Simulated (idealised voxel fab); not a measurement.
This section sets out a process module, namely voxel wiring stack.
Cross-sectional view cut (width: 150 nm; square cell size: 5 nm).
This document writes a cross-section as a grid whose cells are square, and gives it as bands, listed from the top down; one or more rows of cells form a band.
What a band's entry tells you: where the top is and where the bottom is, as heights in nm, and after that what lies inside, material by material from left to right, each with its width in nm. Empty space is written as the word "empty", and a single material marked with the word "all across" occupies the band from edge to edge.
Beneath 0, the wafer as received is one material, and that level is where height counting begins. The lowest band goes on downward without a bottom; it is written like "0 and below".
It should be noted that a width expressed as "30 to 40" varies in equal increments from row to row of cells within the band, taking the value of the first number at the top row and that of the second number at the bottom row.
"same as before", as given for a step, is the statement that not any cell of the cross-section underwent a change during that step.
In "Trapped voids" the enclosed voids are listed, meaning empty spaces of 8 cells or larger without any opening to the top. The form is width x height at distance, distance from the left edge, units nm.
Past the settings on a step's line: simulator remark, on that step.
A step's line can hold "overlay nm"; with a mask on that step, the setting says how far right of the planned place the mask lay, while a negative setting says it lay to the left.
These are the steps we planned for the process
1) RECEIVE,material Si
2) CONFORMAL_DEP,material SiO2,thk nm 10
3) DIRECTIONAL_DEP,material TiN,thk nm 5
4) DIRECTIONAL_DEP,material W,thk nm 20
5) DIRECTIONAL_DEP,material aC,thk nm 15
6) PATTERN,tone cover,mask id METAL_1,material resist,width nm 30,pitch nm 50,thk nm 30,overlay nm 0
7) DIRECTIONAL_ETCH,etch materials aC,depth nm 15
8) STRIP,etch materials resist
9) DIRECTIONAL_ETCH,etch materials W,depth nm 20
10) DIRECTIONAL_ETCH,etch materials TiN,depth nm 5
11) STRIP,etch materials aC
12) CONFORMAL_DEP,material SiCN,thk nm 5
13) FILL_DEP,material SiO2,thk nm 5
14) CMP,height nm 35
15) CONFORMAL_DEP,material SiCN,thk nm 5
16) DIRECTIONAL_DEP,material lowk,thk nm 20
17) MASKED_ETCH,tone open,mask id PLUG_1,width nm 15,etch materials lowk,depth nm 20,overlay nm 0
18) MASKED_ETCH,tone open,mask id PLUG_1,width nm 15,etch materials SiCN,depth nm 5,overlay nm 0
19) CONFORMAL_DEP,material TiN,thk nm 5
20) FILL_DEP,material Cu,thk nm 5
21) CMP,height nm 60
22) CONFORMAL_DEP,material SiCN,thk nm 5
23) DIRECTIONAL_DEP,material lowk,thk nm 20
24) MASKED_ETCH,tone open,mask id METAL_2,width nm 30,pitch nm 50,etch materials lowk,depth nm 20,overlay nm 0
25) MASKED_ETCH,tone open,mask id METAL_2,width nm 30,pitch nm 50,etch materials SiCN,depth nm 5,overlay nm 0
26) CONFORMAL_DEP,material TiN,thk nm 5
27) FILL_DEP,material Ru,thk nm 5
28) CMP,height nm 85
29) CONFORMAL_DEP,material SiCN,thk nm 5
30) DIRECTIONAL_DEP,material SiO2,thk nm 10
31) PATTERN,tone open,mask id PLUG_2,material resist,width nm 15,pitch nm 50,thk nm 20,overlay nm 0
32) DIRECTIONAL_ETCH,etch materials SiO2,depth nm 10
33) DIRECTIONAL_ETCH,etch materials SiCN,depth nm 5
34) STRIP,etch materials resist
35) CONFORMAL_DEP,material TiN,thk nm 5
36) FILL_DEP,material Ru,thk nm 10
37) CMP,height nm 100
38) CONFORMAL_DEP,material SiN,thk nm 5
39) DIRECTIONAL_DEP,material SiO2,thk nm 25
40) PATTERN,tone open,mask id METAL_3,material resist,width nm 30,pitch nm 50,thk nm 20,overlay nm 0
41) DIRECTIONAL_ETCH,etch materials SiO2,depth nm 25
42) DIRECTIONAL_ETCH,etch materials SiN,depth nm 5
43) STRIP,etch materials resist
44) CONFORMAL_DEP,material TiN,thk nm 5
45) FILL_DEP,material Cu,thk nm 5
46) CMP,height nm 130
47) CONFORMAL_DEP,material SiCN,thk nm 5
Below: the first of two wafers, run as planned
Wafer as received: cross-section following step 1
* 0 and below | Si all across
* Trapped voids: none
The following cross-section depicts the wafer upon completion of step 2
* 10 down to 0 | SiO2 all across
* Below a height of 0, the structure has not been altered.
The following cross-section depicts the wafer upon completion of step 3
* 15 down to 10 | TiN all across
* Below a height of 10, the structure has not been altered.
The following cross-section depicts the wafer upon completion of step 4
* 35 down to 15 | W all across
* Below a height of 15, the structure has not been altered.
The following cross-section depicts the wafer upon completion of step 5
* 50 down to 35 | aC all across
* Below a height of 35, the structure has not been altered.
The following cross-section depicts the wafer upon completion of step 6
* 80 down to 50 | empty 35, resist 30, empty 20, resist 30, empty 35
* Below a height of 50, the structure has not been altered.
The following cross-section depicts the wafer upon completion of step 7
* 65 down to 50 | empty 35, resist 30, empty 20, resist 30, empty 35
* 50 down to 35 | empty 35, aC 30, empty 20, aC 30, empty 35
* Below a height of 35, the structure has not been altered.
The following cross-section depicts the wafer upon completion of step 8
* 50 down to 35 | empty 35, aC 30, empty 20, aC 30, empty 35
* Below a height of 35, the structure has not been altered.
The following cross-section depicts the wafer upon completion of step 9
* 50 down to 35 | empty 35, aC 30, empty 20, aC 30, empty 35
* 35 down to 15 | empty 35, W 30, empty 20, W 30, empty 35
* Below a height of 15, the structure has not been altered.
The following cross-section depicts the wafer upon completion of step 10
* 50 down to 35 | empty 35, aC 30, empty 20, aC 30, empty 35
* 35 down to 15 | empty 35, W 30, empty 20, W 30, empty 35
* 15 down to 10 | empty 35, TiN 30, empty 20, TiN 30, empty 35
* Below a height of 10, the structure has not been altered.
The following cross-section depicts the wafer upon completion of step 11
* 35 down to 15 | empty 35, W 30, empty 20, W 30, empty 35
* Below a height of 15, the structure has not been altered.
The following cross-section depicts the wafer upon completion of step 12
* 40 down to 35 | empty 30, SiCN 40, empty 10, SiCN 40, empty 30
* 35 down to 15 | empty 30, SiCN 5, W 30, SiCN 5, empty 10, SiCN 5, W 30, SiCN 5, empty 30
* 15 down to 10 | SiCN 35, TiN 30, SiCN 20, TiN 30, SiCN 35
* Below a height of 10, the structure has not been altered.
The following cross-section depicts the wafer upon completion of step 13
* 45 down to 40 | SiO2 all across
* 40 down to 35 | SiO2 30, SiCN 40, SiO2 10, SiCN 40, SiO2 30
* 35 down to 15 | SiO2 30, SiCN 5, W 30, SiCN 5, SiO2 10, SiCN 5, W 30, SiCN 5, SiO2 30
* Below a height of 15, the structure has not been altered.
The following cross-section depicts the wafer upon completion of step 14
* 35 down to 15 | SiO2 30, SiCN 5, W 30, SiCN 5, SiO2 10, SiCN 5, W 30, SiCN 5, SiO2 30
* Below a height of 15, the structure has not been altered.
The following cross-section depicts the wafer upon completion of step 15
* 40 down to 35 | SiCN all across
* Below a height of 35, the structure has not been altered.
The following cross-section depicts the wafer upon completion of step 16
* 60 down to 40 | lowk all across
* Below a height of 40, the structure has not been altered.
The following cross-section depicts the wafer upon completion of step 17
* 60 down to 40 | lowk 35, empty 15, lowk 100
* Below a height of 40, the structure has not been altered.
The following cross-section depicts the wafer upon completion of step 18
* 60 down to 40 | lowk 35, empty 15, lowk 100
* 40 down to 35 | SiCN 35, empty 15, SiCN 100
* Below a height of 35, the structure has not been altered.
The following cross-section depicts the wafer upon completion of step 19
* 65 down to 60 | TiN 40, empty 5, TiN 105
* 60 down to 40 | lowk 35, TiN 5, empty 5, TiN 5, lowk 100
* 40 down to 35 | SiCN 35, TiN 15, SiCN 100
* Below a height of 35, the structure has not been altered.
The following cross-section depicts the wafer upon completion of step 20
* 70 down to 65 | Cu all across
* 65 down to 60 | TiN 40, Cu 5, TiN 105
* 60 down to 40 | lowk 35, TiN 5, Cu 5, TiN 5, lowk 100
* Below a height of 40, the structure has not been altered.
The following cross-section depicts the wafer upon completion of step 21
* 60 down to 40 | lowk 35, TiN 5, Cu 5, TiN 5, lowk 100
* Below a height of 40, the structure has not been altered.
The following cross-section depicts the wafer upon completion of step 22
* 65 down to 60 | SiCN all across
* Below a height of 60, the structure has not been altered.
The following cross-section depicts the wafer upon completion of step 23
* 85 down to 65 | lowk all across
* Below a height of 65, the structure has not been altered.
The following cross-section depicts the wafer upon completion of step 24
* 85 down to 65 | lowk 35, empty 30, lowk 20, empty 30, lowk 35
* Below a height of 65, the structure has not been altered.
The following cross-section depicts the wafer upon completion of step 25
* 85 down to 65 | lowk 35, empty 30, lowk 20, empty 30, lowk 35
* 65 down to 60 | SiCN 35, empty 30, SiCN 20, empty 30, SiCN 35
* Below a height of 60, the structure has not been altered.
The following cross-section depicts the wafer upon completion of step 26
* 90 down to 85 | TiN 40, empty 20, TiN 30, empty 20, TiN 40
* 85 down to 65 | lowk 35, TiN 5, empty 20, TiN 5, lowk 20, TiN 5, empty 20, TiN 5, lowk 35
* 65 down to 60 | SiCN 35, TiN 30, SiCN 20, TiN 30, SiCN 35
* Below a height of 60, the structure has not been altered.
The following cross-section depicts the wafer upon completion of step 27
* 95 down to 90 | Ru all across
* 90 down to 85 | TiN 40, Ru 20, TiN 30, Ru 20, TiN 40
* 85 down to 65 | lowk 35, TiN 5, Ru 20, TiN 5, lowk 20, TiN 5, Ru 20, TiN 5, lowk 35
* Below a height of 65, the structure has not been altered.
The following cross-section depicts the wafer upon completion of step 28
* 85 down to 65 | lowk 35, TiN 5, Ru 20, TiN 5, lowk 20, TiN 5, Ru 20, TiN 5, lowk 35
* Below a height of 65, the structure has not been altered.
The following cross-section depicts the wafer upon completion of step 29
* 90 down to 85 | SiCN all across
* Below a height of 85, the structure has not been altered.
The following cross-section depicts the wafer upon completion of step 30
* 100 down to 90 | SiO2 all across
* Below a height of 90, the structure has not been altered.
The following cross-section depicts the wafer upon completion of step 31
* 120 down to 100 | resist 35, empty 15, resist 35, empty 15, resist 50
* Below a height of 100, the structure has not been altered.
The following cross-section depicts the wafer upon completion of step 32
* 120 down to 100 | resist 35, empty 15, resist 35, empty 15, resist 50
* 100 down to 90 | SiO2 35, empty 15, SiO2 35, empty 15, SiO2 50
* Below a height of 90, the structure has not been altered.
The following cross-section depicts the wafer upon completion of step 33
* 120 down to 100 | resist 35, empty 15, resist 35, empty 15, resist 50
* 100 down to 90 | SiO2 35, empty 15, SiO2 35, empty 15, SiO2 50
* 90 down to 85 | SiCN 35, empty 15, SiCN 35, empty 15, SiCN 50
* Below a height of 85, the structure has not been altered.
The following cross-section depicts the wafer upon completion of step 34
* 100 down to 90 | SiO2 35, empty 15, SiO2 35, empty 15, SiO2 50
* Below a height of 90, the structure has not been altered.
The following cross-section depicts the wafer upon completion of step 35
* 105 down to 100 | TiN 40, empty 5, TiN 45, empty 5, TiN 55
* 100 down to 90 | SiO2 35, TiN 5, empty 5, TiN 5, SiO2 35, TiN 5, empty 5, TiN 5, SiO2 50
* 90 down to 85 | SiCN 35, TiN 15, SiCN 35, TiN 15, SiCN 50
* Below a height of 85, the structure has not been altered.
The following cross-section depicts the wafer upon completion of step 36
* 115 down to 105 | Ru all across
* 105 down to 100 | TiN 40, Ru 5, TiN 45, Ru 5, TiN 55
* 100 down to 90 | SiO2 35, TiN 5, Ru 5, TiN 5, SiO2 35, TiN 5, Ru 5, TiN 5, SiO2 50
* Below a height of 90, the structure has not been altered.
The following cross-section depicts the wafer upon completion of step 37
* 100 down to 90 | SiO2 35, TiN 5, Ru 5, TiN 5, SiO2 35, TiN 5, Ru 5, TiN 5, SiO2 50
* Below a height of 90, the structure has not been altered.
The following cross-section depicts the wafer upon completion of step 38
* 105 down to 100 | SiN all across
* Below a height of 100, the structure has not been altered.
The following cross-section depicts the wafer upon completion of step 39
* 130 down to 105 | SiO2 all across
* Below a height of 105, the structure has not been altered.
The following cross-section depicts the wafer upon completion of step 40
* 150 down to 130 | resist 35, empty 30, resist 20, empty 30, resist 35
* Below a height of 130, the structure has not been altered.
The following cross-section depicts the wafer upon completion of step 41
* 150 down to 130 | resist 35, empty 30, resist 20, empty 30, resist 35
* 130 down to 105 | SiO2 35, empty 30, SiO2 20, empty 30, SiO2 35
* Below a height of 105, the structure has not been altered.
The following cross-section depicts the wafer upon completion of step 42
* 150 down to 130 | resist 35, empty 30, resist 20, empty 30, resist 35
* 130 down to 105 | SiO2 35, empty 30, SiO2 20, empty 30, SiO2 35
* 105 down to 100 | SiN 35, empty 30, SiN 20, empty 30, SiN 35
* Below a height of 100, the structure has not been altered.
The following cross-section depicts the wafer upon completion of step 43
* 130 down to 105 | SiO2 35, empty 30, SiO2 20, empty 30, SiO2 35
* Below a height of 105, the structure has not been altered.
The following cross-section depicts the wafer upon completion of step 44
* 135 down to 130 | TiN 40, empty 20, TiN 30, empty 20, TiN 40
* 130 down to 105 | SiO2 35, TiN 5, empty 20, TiN 5, SiO2 20, TiN 5, empty 20, TiN 5, SiO2 35
* 105 down to 100 | SiN 35, TiN 30, SiN 20, TiN 30, SiN 35
* Below a height of 100, the structure has not been altered.
The following cross-section depicts the wafer upon completion of step 45
* 140 down to 135 | Cu all across
* 135 down to 130 | TiN 40, Cu 20, TiN 30, Cu 20, TiN 40
* 130 down to 105 | SiO2 35, TiN 5, Cu 20, TiN 5, SiO2 20, TiN 5, Cu 20, TiN 5, SiO2 35
* Below a height of 105, the structure has not been altered.
The following cross-section depicts the wafer upon completion of step 46
* 130 down to 105 | SiO2 35, TiN 5, Cu 20, TiN 5, SiO2 20, TiN 5, Cu 20, TiN 5, SiO2 35
* Below a height of 105, the structure has not been altered.
The following cross-section depicts the wafer upon completion of step 47
* 135 down to 130 | SiCN all across
* Below a height of 130, the structure has not been altered.
Second wafer - shared start and plan with the first - one error in running - same as the first up to step 23 inclusive
Second wafer shown in cross-section at the time step 24 was slated to end
* 85 down to 65 | lowk 45, empty 30, lowk 20, empty 30, lowk 25
* Below a height of 65, the structure has not been altered.
Second wafer shown in cross-section at the time step 25 was slated to end
* 85 down to 65 | lowk 45, empty 30, lowk 20, empty 30, lowk 25
* 65 down to 60 | SiCN 45, empty 20, SiCN 30, empty 20, SiCN 35
* Below a height of 60, the structure has not been altered.
Second wafer shown in cross-section at the time step 26 was slated to end
* 90 down to 85 | TiN 50, empty 20, TiN 30, empty 20, TiN 30
* 85 down to 70 | lowk 45, TiN 5, empty 20, TiN 5, lowk 20, TiN 5, empty 20, TiN 5, lowk 25
* 70 down to 65 | lowk 45, TiN 5, empty 10, TiN 15, lowk 20, TiN 5, empty 10, TiN 15, lowk 25
* 65 down to 60 | SiCN 45, TiN 20, SiCN 30, TiN 20, SiCN 35
* Below a height of 60, the structure has not been altered.
Second wafer shown in cross-section at the time step 27 was slated to end
* 95 down to 90 | Ru all across
* 90 down to 85 | TiN 50, Ru 20, TiN 30, Ru 20, TiN 30
* 85 down to 70 | lowk 45, TiN 5, Ru 20, TiN 5, lowk 20, TiN 5, Ru 20, TiN 5, lowk 25
* 70 down to 65 | lowk 45, TiN 5, Ru 10, TiN 15, lowk 20, TiN 5, Ru 10, TiN 15, lowk 25
* Below a height of 65, the structure has not been altered.
Second wafer shown in cross-section at the time step 28 was slated to end
* 85 down to 70 | lowk 45, TiN 5, Ru 20, TiN 5, lowk 20, TiN 5, Ru 20, TiN 5, lowk 25
* Below a height of 70, the structure has not been altered.
Second wafer shown in cross-section at the time step 29 was slated to end
* 90 down to 85 | SiCN all across
* Below a height of 85, the structure has not been altered.
Second wafer shown in cross-section at the time step 30 was slated to end
* 100 down to 90 | SiO2 all across
* Below a height of 90, the structure has not been altered.
Second wafer shown in cross-section at the time step 31 was slated to end
* 120 down to 100 | resist 35, empty 15, resist 35, empty 15, resist 50
* Below a height of 100, the structure has not been altered.
Second wafer shown in cross-section at the time step 32 was slated to end
* 120 down to 100 | resist 35, empty 15, resist 35, empty 15, resist 50
* 100 down to 90 | SiO2 35, empty 15, SiO2 35, empty 15, SiO2 50
* Below a height of 90, the structure has not been altered.
Second wafer shown in cross-section at the time step 33 was slated to end
* 120 down to 100 | resist 35, empty 15, resist 35, empty 15, resist 50
* 100 down to 90 | SiO2 35, empty 15, SiO2 35, empty 15, SiO2 50
* 90 down to 85 | SiCN 35, empty 15, SiCN 35, empty 15, SiCN 50
* Below a height of 85, the structure has not been altered.
Second wafer shown in cross-section at the time step 34 was slated to end
* 100 down to 90 | SiO2 35, empty 15, SiO2 35, empty 15, SiO2 50
* Below a height of 90, the structure has not been altered.
Second wafer shown in cross-section at the time step 35 was slated to end
* 105 down to 100 | TiN 40, empty 5, TiN 45, empty 5, TiN 55
* 100 down to 90 | SiO2 35, TiN 5, empty 5, TiN 5, SiO2 35, TiN 5, empty 5, TiN 5, SiO2 50
* 90 down to 85 | SiCN 35, TiN 15, SiCN 35, TiN 15, SiCN 50
* Below a height of 85, the structure has not been altered.
Second wafer shown in cross-section at the time step 36 was slated to end
* 115 down to 105 | Ru all across
* 105 down to 100 | TiN 40, Ru 5, TiN 45, Ru 5, TiN 55
* 100 down to 90 | SiO2 35, TiN 5, Ru 5, TiN 5, SiO2 35, TiN 5, Ru 5, TiN 5, SiO2 50
* Below a height of 90, the structure has not been altered.
Second wafer shown in cross-section at the time step 37 was slated to end
* 100 down to 90 | SiO2 35, TiN 5, Ru 5, TiN 5, SiO2 35, TiN 5, Ru 5, TiN 5, SiO2 50
* Below a height of 90, the structure has not been altered.
Second wafer shown in cross-section at the time step 38 was slated to end
* 105 down to 100 | SiN all across
* Below a height of 100, the structure has not been altered.
Second wafer shown in cross-section at the time step 39 was slated to end
* 130 down to 105 | SiO2 all across
* Below a height of 105, the structure has not been altered.
Second wafer shown in cross-section at the time step 40 was slated to end
* 150 down to 130 | resist 35, empty 30, resist 20, empty 30, resist 35
* Below a height of 130, the structure has not been altered.
Second wafer shown in cross-section at the time step 41 was slated to end
* 150 down to 130 | resist 35, empty 30, resist 20, empty 30, resist 35
* 130 down to 105 | SiO2 35, empty 30, SiO2 20, empty 30, SiO2 35
* Below a height of 105, the structure has not been altered.
Second wafer shown in cross-section at the time step 42 was slated to end
* 150 down to 130 | resist 35, empty 30, resist 20, empty 30, resist 35
* 130 down to 105 | SiO2 35, empty 30, SiO2 20, empty 30, SiO2 35
* 105 down to 100 | SiN 35, empty 30, SiN 20, empty 30, SiN 35
* Below a height of 100, the structure has not been altered.
Second wafer shown in cross-section at the time step 43 was slated to end
* 130 down to 105 | SiO2 35, empty 30, SiO2 20, empty 30, SiO2 35
* Below a height of 105, the structure has not been altered.
Second wafer shown in cross-section at the time step 44 was slated to end
* 135 down to 130 | TiN 40, empty 20, TiN 30, empty 20, TiN 40
* 130 down to 105 | SiO2 35, TiN 5, empty 20, TiN 5, SiO2 20, TiN 5, empty 20, TiN 5, SiO2 35
* 105 down to 100 | SiN 35, TiN 30, SiN 20, TiN 30, SiN 35
* Below a height of 100, the structure has not been altered.
Second wafer shown in cross-section at the time step 45 was slated to end
* 140 down to 135 | Cu all across
* 135 down to 130 | TiN 40, Cu 20, TiN 30, Cu 20, TiN 40
* 130 down to 105 | SiO2 35, TiN 5, Cu 20, TiN 5, SiO2 20, TiN 5, Cu 20, TiN 5, SiO2 35
* Below a height of 105, the structure has not been altered.
Second wafer shown in cross-section at the time step 46 was slated to end
* 130 down to 105 | SiO2 35, TiN 5, Cu 20, TiN 5, SiO2 20, TiN 5, Cu 20, TiN 5, SiO2 35
* Below a height of 105, the structure has not been altered.
Second wafer shown in cross-section at the time step 47 was slated to end
* 135 down to 130 | SiCN all across
* Below a height of 130, the structure has not been altered.
What broke from the plan during processing? step 24 was not run as planned; what actually ran was MASKED_ETCH,tone open,mask id METAL_2,width nm 30,pitch nm 50,etch materials lowk,depth nm 20,overlay nm 10
At the finish, the second wafer shows more or fewer cells for some materials than the first does: -4 Ru, +4 SiCN
